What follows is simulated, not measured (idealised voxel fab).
Documented hereafter: the process module known as voxel self aligned contacts.
Pictured: cross-section cut, 210 nm wide, on a grid of 5 nm square cells.
If you're reading a cross-section in this doc, picture square cells in a grid; it comes to you as bands, top ones listed first down to the bottom, and a band can be one or more rows of cells. Quick guide to a band line: top height, bottom height (nm) up front; then every material left to right with its width in nm. Only one material and it's marked "all across"? Then it fills the band edge to edge. And "blank" just means empty space. Ref level 0: as-received wafer is one material below here. Bottom band extends down with no lower bound ("from 0 down"). The width entry "30 to 40" should be interpreted row by row: the top row of cells in the band takes the first number, the bottom row takes the second number, and the change between adjacent rows is uniform throughout. No cell of the cross-section changed in a step that is given as "left unchanged". Each empty space that has no open way to the top and spans at least 8 cells appears under "Closed internal cavities" as width x height at distance, the distance counted from the left edge, all in nm. On each step's line, the part that comes after the settings is the simulator's own comment on the step. overlay nm: mask right of planned place by this much (step with mask). Neg. = left.

**Steps in the process plan**
step 1: RECEIVE with material Si
step 2: OXIDIZE with depth nm 5
step 3: DIRECTIONAL_DEP with material polySi, thk nm 30
step 4: DIRECTIONAL_DEP with material SiN, thk nm 15
step 5: DIRECTIONAL_DEP with material aC, thk nm 10
step 6: PATTERN with tone cover, mask id GATE, material resist, width nm 25, pitch nm 55, thk nm 25, overlay nm 0
step 7: DIRECTIONAL_ETCH with etch materials aC, depth nm 10
step 8: STRIP with etch materials resist
step 9: DIRECTIONAL_ETCH with etch materials SiN, depth nm 15
step 10: DIRECTIONAL_ETCH with etch materials polySi, depth nm 30
step 11: STRIP with etch materials aC
step 12: CONFORMAL_DEP with material SiN, thk nm 5
step 13: DIRECTIONAL_ETCH with etch materials SiN, depth nm 5
step 14: FILL_DEP with material SiO2, thk nm 15
step 15: CMP with height nm 55
step 16: PATTERN with tone open, mask id CONTACT, material resist, width nm 40, pitch nm 55, thk nm 20, overlay nm 0
step 17: DIRECTIONAL_ETCH with etch materials SiO2, depth nm 60
step 18: STRIP with etch materials resist
step 19: CONFORMAL_DEP with material TiN, thk nm 5
step 20: FILL_DEP with material Ru, thk nm 10
step 21: CMP with height nm 55
step 22: CONFORMAL_DEP with material SiN, thk nm 5

**As received (post step 1): cross-section**
- from 0 down  Si all across
- Closed internal cavities: none

**first wafer at the end, as planned**
- from 60 to 55  SiN all across
- from 55 to 45  SiO2: 55; TiN: 5 to 15; Ru: 30 to 10; TiN: 5 to 15; SiO2: 15; TiN: 5 to 15; Ru: 30 to 10; TiN: 5 to 15; SiO2: 60
- from 45 to 30  SiO2: 30; SiN: 35; TiN: 5; Ru: 10; TiN: 5; SiN: 35; TiN: 5; Ru: 10; TiN: 5; SiN: 35; SiO2: 35
- from 30 to 0  SiO2: 30; SiN: 5; polySi: 25; SiN: 5; TiN: 5; Ru: 10; TiN: 5; SiN: 5; polySi: 25; SiN: 5; TiN: 5; Ru: 10; TiN: 5; SiN: 5; polySi: 25; SiN: 5; SiO2: 35
- from 0 to -5  SiO2: 65; TiN: 20; SiO2: 35; TiN: 20; SiO2: 70
- from -5 down  Si all across
- Closed internal cavities: none

**This cross-section belongs to the second wafer of two at the end of the module; the start and the plan were shared with the first, and the run included one mistake**
- from 60 to 55  SiN all across
- from 55 to 45  SiO2: 55; TiN: 5; Ru: 30; TiN: 5; SiO2: 15; TiN: 5; Ru: 30; TiN: 5; SiO2: 60
- from 45 to 40  SiO2: 55; TiN: 10; Ru: 20; TiN: 10; SiO2: 15; TiN: 10; Ru: 20; TiN: 10; SiO2: 60
- from 40 to 30  SiO2: 35; SiN: 25; TiN: 5; Ru: 20; TiN: 5; SiN: 25; TiN: 5; Ru: 20; TiN: 5; SiN: 25; SiO2: 40
- from 30 to 0  SiO2: 35; polySi: 25; TiN: 5; Ru: 20; TiN: 5; polySi: 25; TiN: 5; Ru: 20; TiN: 5; polySi: 25; SiO2: 40
- from 0 to -5  SiO2: 60; TiN: 30; SiO2: 25; TiN: 30; SiO2: 65
- from -5 down  Si all across
- Closed internal cavities: none
Finding, execution versus plan: skipped: plan step 12 (never run)
Cell-count delta at end, second wafer over first, by material: 44 more of Ru | 69 fewer of SiN | 25 more of SiO2
